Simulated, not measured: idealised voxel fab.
The process module that follows is named voxel capacitor over wiring.
The cross-section on display is named cut; it measures 265 nm wide, and its cells are 5 nm squares.
Cross-sections here: square-cell grids, written as top-down lists of bands, a band being one or more rows of cells.
Basically the band line says how high the top is and how high the bottom is, in nm, and then what's in it from left to right, every material with its width in nm. Empty space shows up as "blank", and if a single material carries "all across" it runs the full band edge to edge.
The level at which height equals 0 is the one under which the wafer, as it arrives, is entirely one material. No lower edge exists for the bottom band, which continues downward and is notated as in "0..down".
A width given as "30->40" starts at the first number in the band's top row and ends at the second number in its bottom row, shifting by an equal amount at every step from row to row.
A step reported as "stayed the same" is a step in which no cell of the cross-section changed.
Entry "Closed cavity list" = empty spaces >= 8 cells with no open way to the top; each as width x height at distance, distance from left edge, all nm.
Anything after a step's settings on that line? It's the simulator's own note about the step.
Regarding "overlay nm": on a step with a mask, it is the distance the mask lay to the right of its planned place; a negative value places it to the left.

-- List of planned process steps
1) RECEIVE | material Si
2) CONFORMAL_DEP | material SiO2 | thk nm 10
3) DIRECTIONAL_DEP | material TiN | thk nm 5
4) DIRECTIONAL_DEP | material Ru | thk nm 15
5) MASKED_ETCH | tone cover | mask id METAL_1 | width nm 20 | pitch nm 70 | etch materials Ru | depth nm 15 | overlay nm 0
6) MASKED_ETCH | tone cover | mask id METAL_1 | width nm 20 | pitch nm 70 | etch materials TiN | depth nm 5 | overlay nm 0
7) CONFORMAL_DEP | material SiCN | thk nm 5
8) FILL_DEP | material lowk | thk nm 10
9) CMP | height nm 30
10) CONFORMAL_DEP | material SiCN | thk nm 5
11) DIRECTIONAL_DEP | material lowk | thk nm 20
12) PATTERN | tone open | mask id PLUG_1 | material resist | width nm 15 | thk nm 15 | overlay nm 0
13) DIRECTIONAL_ETCH | etch materials lowk | depth nm 20
14) DIRECTIONAL_ETCH | etch materials SiCN | depth nm 5
15) STRIP | etch materials resist
16) CONFORMAL_DEP | material TiN | thk nm 5
17) FILL_DEP | material Cu | thk nm 10
18) CMP | height nm 55
19) DIRECTIONAL_DEP | material TiN | thk nm 5
20) DIRECTIONAL_DEP | material HfO2 | thk nm 5
21) DIRECTIONAL_DEP | material TiN | thk nm 5
22) PATTERN | tone cover | mask id UPPER_PLATE | material resist | width nm 55 | thk nm 20 | overlay nm 0
23) DIRECTIONAL_ETCH | etch materials TiN | depth nm 5
24) DIRECTIONAL_ETCH | etch materials HfO2 | depth nm 5
25) STRIP | etch materials resist
26) MASKED_ETCH | tone cover | mask id LOWER_PLATE | width nm 65 | etch materials TiN | depth nm 5 | overlay nm 0
27) FILL_DEP | material SiO2 | thk nm 15
28) CMP | height nm 80
29) PATTERN | tone open | mask id PLUG_2 | material resist | width nm 15 | thk nm 20 | overlay nm 0
30) DIRECTIONAL_ETCH | etch materials SiO2 | depth nm 10
31) STRIP | etch materials resist
32) CONFORMAL_DEP | material TiN | thk nm 5
33) FILL_DEP | material Cu | thk nm 10
34) CMP | height nm 80
35) CONFORMAL_DEP | material SiN | thk nm 5

-- First wafer of two (run as planned)

-- The cross-section here shows the wafer as received, i.e. in its state after step 1
	0..down = Si all across
	Closed cavity list: none

-- The wafer in cross-section once step 2 is complete
	10..0 = SiO2 all across
	Anything lower than 0 is untouched.

-- The wafer in cross-section once step 3 is complete
	15..10 = TiN all across
	Anything lower than 10 is untouched.

-- The wafer in cross-section once step 4 is complete
	30..15 = Ru all across
	Anything lower than 15 is untouched.

-- The wafer in cross-section once step 5 is complete
	30..15 = blank=85  Ru=20  blank=50  Ru=20  blank=90
	Anything lower than 15 is untouched.

-- The wafer in cross-section once step 6 is complete
	30..15 = blank=85  Ru=20  blank=50  Ru=20  blank=90
	15..10 = blank=85  TiN=20  blank=50  TiN=20  blank=90
	Anything lower than 10 is untouched.

-- The wafer in cross-section once step 7 is complete
	35..30 = blank=80  SiCN=30  blank=40  SiCN=30  blank=85
	30..15 = blank=80  SiCN=5  Ru=20  SiCN=5  blank=40  SiCN=5  Ru=20  SiCN=5  blank=85
	15..10 = SiCN=85  TiN=20  SiCN=50  TiN=20  SiCN=90
	Anything lower than 10 is untouched.

-- The wafer in cross-section once step 8 is complete
	45..35 = lowk all across
	35..30 = lowk=80  SiCN=30  lowk=40  SiCN=30  lowk=85
	30..15 = lowk=80  SiCN=5  Ru=20  SiCN=5  lowk=40  SiCN=5  Ru=20  SiCN=5  lowk=85
	Anything lower than 15 is untouched.

-- The wafer in cross-section once step 9 is complete
	30..15 = lowk=80  SiCN=5  Ru=20  SiCN=5  lowk=40  SiCN=5  Ru=20  SiCN=5  lowk=85
	Anything lower than 15 is untouched.

-- The wafer in cross-section once step 10 is complete
	35..30 = SiCN all across
	Anything lower than 30 is untouched.

-- The wafer in cross-section once step 11 is complete
	55..35 = lowk all across
	Anything lower than 35 is untouched.

-- The wafer in cross-section once step 12 is complete
	70..55 = resist=90  blank=15  resist=160
	Anything lower than 55 is untouched.

-- The wafer in cross-section once step 13 is complete
	70..55 = resist=90  blank=15  resist=160
	55..35 = lowk=90  blank=15  lowk=160
	Anything lower than 35 is untouched.

-- The wafer in cross-section once step 14 is complete
	70..55 = resist=90  blank=15  resist=160
	55..35 = lowk=90  blank=15  lowk=160
	35..30 = SiCN=90  blank=15  SiCN=160
	Anything lower than 30 is untouched.

-- The wafer in cross-section once step 15 is complete
	55..35 = lowk=90  blank=15  lowk=160
	Anything lower than 35 is untouched.

-- The wafer in cross-section once step 16 is complete
	60..55 = TiN=95  blank=5  TiN=165
	55..35 = lowk=90  TiN=5  blank=5  TiN=5  lowk=160
	35..30 = SiCN=90  TiN=15  SiCN=160
	Anything lower than 30 is untouched.

-- The wafer in cross-section once step 17 is complete
	70..60 = Cu all across
	60..55 = TiN=95  Cu=5  TiN=165
	55..35 = lowk=90  TiN=5  Cu=5  TiN=5  lowk=160
	Anything lower than 35 is untouched.

-- The wafer in cross-section once step 18 is complete
	55..35 = lowk=90  TiN=5  Cu=5  TiN=5  lowk=160
	Anything lower than 35 is untouched.

-- The wafer in cross-section once step 19 is complete
	60..55 = TiN all across
	Anything lower than 55 is untouched.

-- The wafer in cross-section once step 20 is complete
	65..60 = HfO2 all across
	Anything lower than 60 is untouched.

-- The wafer in cross-section once step 21 is complete
	70..65 = TiN all across
	Anything lower than 65 is untouched.

-- The wafer in cross-section once step 22 is complete
	90..70 = blank=90  resist=55  blank=120
	Anything lower than 70 is untouched.

-- The wafer in cross-section once step 23 is complete
	90..70 = blank=90  resist=55  blank=120
	70..65 = blank=90  TiN=55  blank=120
	Anything lower than 65 is untouched.

-- The wafer in cross-section once step 24 is complete
	90..70 = blank=90  resist=55  blank=120
	70..65 = blank=90  TiN=55  blank=120
	65..60 = blank=90  HfO2=55  blank=120
	Anything lower than 60 is untouched.

-- The wafer in cross-section once step 25 is complete
	70..65 = blank=90  TiN=55  blank=120
	Anything lower than 65 is untouched.

-- The wafer in cross-section once step 26 is complete
	70..65 = blank=90  TiN=55  blank=120
	65..60 = blank=90  HfO2=55  blank=120
	60..55 = blank=85  TiN=65  blank=115
	Anything lower than 55 is untouched.

-- The wafer in cross-section once step 27 is complete
	85..70 = SiO2 all across
	70..65 = SiO2=90  TiN=55  SiO2=120
	65..60 = SiO2=90  HfO2=55  SiO2=120
	60..55 = SiO2=85  TiN=65  SiO2=115
	Anything lower than 55 is untouched.

-- The wafer in cross-section once step 28 is complete
	80..70 = SiO2 all across
	Anything lower than 70 is untouched.

-- The wafer in cross-section once step 29 is complete
	100..80 = resist=100  blank=15  resist=150
	Anything lower than 80 is untouched.

-- The wafer in cross-section once step 30 is complete
	100..80 = resist=100  blank=15  resist=150
	80..70 = SiO2=100  blank=15  SiO2=150
	Anything lower than 70 is untouched.

-- The wafer in cross-section once step 31 is complete
	80..70 = SiO2=100  blank=15  SiO2=150
	Anything lower than 70 is untouched.

-- The wafer in cross-section once step 32 is complete
	85..80 = TiN=105  blank=5  TiN=155
	80..75 = SiO2=100  TiN=5  blank=5  TiN=5  SiO2=150
	75..65 = SiO2=100->90  TiN=15->55  SiO2=150->120
	Anything lower than 65 is untouched.

-- The wafer in cross-section once step 33 is complete
	95..85 = Cu all across
	85..80 = TiN=105  Cu=5  TiN=155
	80..75 = SiO2=100  TiN=5  Cu=5  TiN=5  SiO2=150
	Anything lower than 75 is untouched.

-- The wafer in cross-section once step 34 is complete
	80..75 = SiO2=100  TiN=5  Cu=5  TiN=5  SiO2=150
	Anything lower than 75 is untouched.

-- The wafer in cross-section once step 35 is complete
	85..80 = SiN all across
	Anything lower than 80 is untouched.

-- Regarding the second of the two wafers: it shared the first wafer's starting condition and process plan, yet one error occurred during its execution. Its history coincides with that of the first wafer up to and including step 9

-- What the second wafer looks like in cross-section when step 10 should have wrapped up
	50..30 = lowk all across
	Anything lower than 30 is untouched.

-- What the second wafer looks like in cross-section when step 11 should have wrapped up
	55..50 = SiCN all across
	Anything lower than 50 is untouched.

-- What the second wafer looks like in cross-section when step 12 should have wrapped up
	70..55 = resist=90  blank=15  resist=160
	Anything lower than 55 is untouched.

What the second wafer looks like in cross-section when step 13 should have wrapped up: stayed the same

-- What the second wafer looks like in cross-section when step 14 should have wrapped up
	70..55 = resist=90  blank=15  resist=160
	55..50 = SiCN=90  blank=15  SiCN=160
	Anything lower than 50 is untouched.

-- What the second wafer looks like in cross-section when step 15 should have wrapped up
	55..50 = SiCN=90  blank=15  SiCN=160
	Anything lower than 50 is untouched.

-- What the second wafer looks like in cross-section when step 16 should have wrapped up
	60..55 = TiN=95  blank=5  TiN=165
	55..50 = SiCN=90  TiN=15  SiCN=160
	Anything lower than 50 is untouched.

-- What the second wafer looks like in cross-section when step 17 should have wrapped up
	70..60 = Cu all across
	60..55 = TiN=95  Cu=5  TiN=165
	Anything lower than 55 is untouched.

-- What the second wafer looks like in cross-section when step 18 should have wrapped up
	55..50 = SiCN=90  TiN=15  SiCN=160
	Anything lower than 50 is untouched.

-- What the second wafer looks like in cross-section when step 19 should have wrapped up
	60..55 = TiN all across
	Anything lower than 55 is untouched.

-- What the second wafer looks like in cross-section when step 20 should have wrapped up
	65..60 = HfO2 all across
	Anything lower than 60 is untouched.

-- What the second wafer looks like in cross-section when step 21 should have wrapped up
	70..65 = TiN all across
	Anything lower than 65 is untouched.

-- What the second wafer looks like in cross-section when step 22 should have wrapped up
	90..70 = blank=90  resist=55  blank=120
	Anything lower than 70 is untouched.

-- What the second wafer looks like in cross-section when step 23 should have wrapped up
	90..70 = blank=90  resist=55  blank=120
	70..65 = blank=90  TiN=55  blank=120
	Anything lower than 65 is untouched.

-- What the second wafer looks like in cross-section when step 24 should have wrapped up
	90..70 = blank=90  resist=55  blank=120
	70..65 = blank=90  TiN=55  blank=120
	65..60 = blank=90  HfO2=55  blank=120
	Anything lower than 60 is untouched.

-- What the second wafer looks like in cross-section when step 25 should have wrapped up
	70..65 = blank=90  TiN=55  blank=120
	Anything lower than 65 is untouched.

-- What the second wafer looks like in cross-section when step 26 should have wrapped up
	70..65 = blank=90  TiN=55  blank=120
	65..60 = blank=90  HfO2=55  blank=120
	60..55 = blank=85  TiN=65  blank=115
	Anything lower than 55 is untouched.

-- What the second wafer looks like in cross-section when step 27 should have wrapped up
	85..70 = SiO2 all across
	70..65 = SiO2=90  TiN=55  SiO2=120
	65..60 = SiO2=90  HfO2=55  SiO2=120
	60..55 = SiO2=85  TiN=65  SiO2=115
	Anything lower than 55 is untouched.

-- What the second wafer looks like in cross-section when step 28 should have wrapped up
	80..70 = SiO2 all across
	Anything lower than 70 is untouched.

-- What the second wafer looks like in cross-section when step 29 should have wrapped up
	100..80 = resist=100  blank=15  resist=150
	Anything lower than 80 is untouched.

-- What the second wafer looks like in cross-section when step 30 should have wrapped up
	100..80 = resist=100  blank=15  resist=150
	80..70 = SiO2=100  blank=15  SiO2=150
	Anything lower than 70 is untouched.

-- What the second wafer looks like in cross-section when step 31 should have wrapped up
	80..70 = SiO2=100  blank=15  SiO2=150
	Anything lower than 70 is untouched.

-- What the second wafer looks like in cross-section when step 32 should have wrapped up
	85..80 = TiN=105  blank=5  TiN=155
	80..75 = SiO2=100  TiN=5  blank=5  TiN=5  SiO2=150
	75..65 = SiO2=100->90  TiN=15->55  SiO2=150->120
	Anything lower than 65 is untouched.

-- What the second wafer looks like in cross-section when step 33 should have wrapped up
	95..85 = Cu all across
	85..80 = TiN=105  Cu=5  TiN=155
	80..75 = SiO2=100  TiN=5  Cu=5  TiN=5  SiO2=150
	Anything lower than 75 is untouched.

-- What the second wafer looks like in cross-section when step 34 should have wrapped up
	80..75 = SiO2=100  TiN=5  Cu=5  TiN=5  SiO2=150
	Anything lower than 75 is untouched.

-- What the second wafer looks like in cross-section when step 35 should have wrapped up
	85..80 = SiN all across
	Anything lower than 80 is untouched.
Diagnosis: steps 10 and 11 were swapped
Per the end-of-run cell counts, the second wafer holds more or fewer of some materials than the first: -4 Cu | -8 TiN | +12 lowk
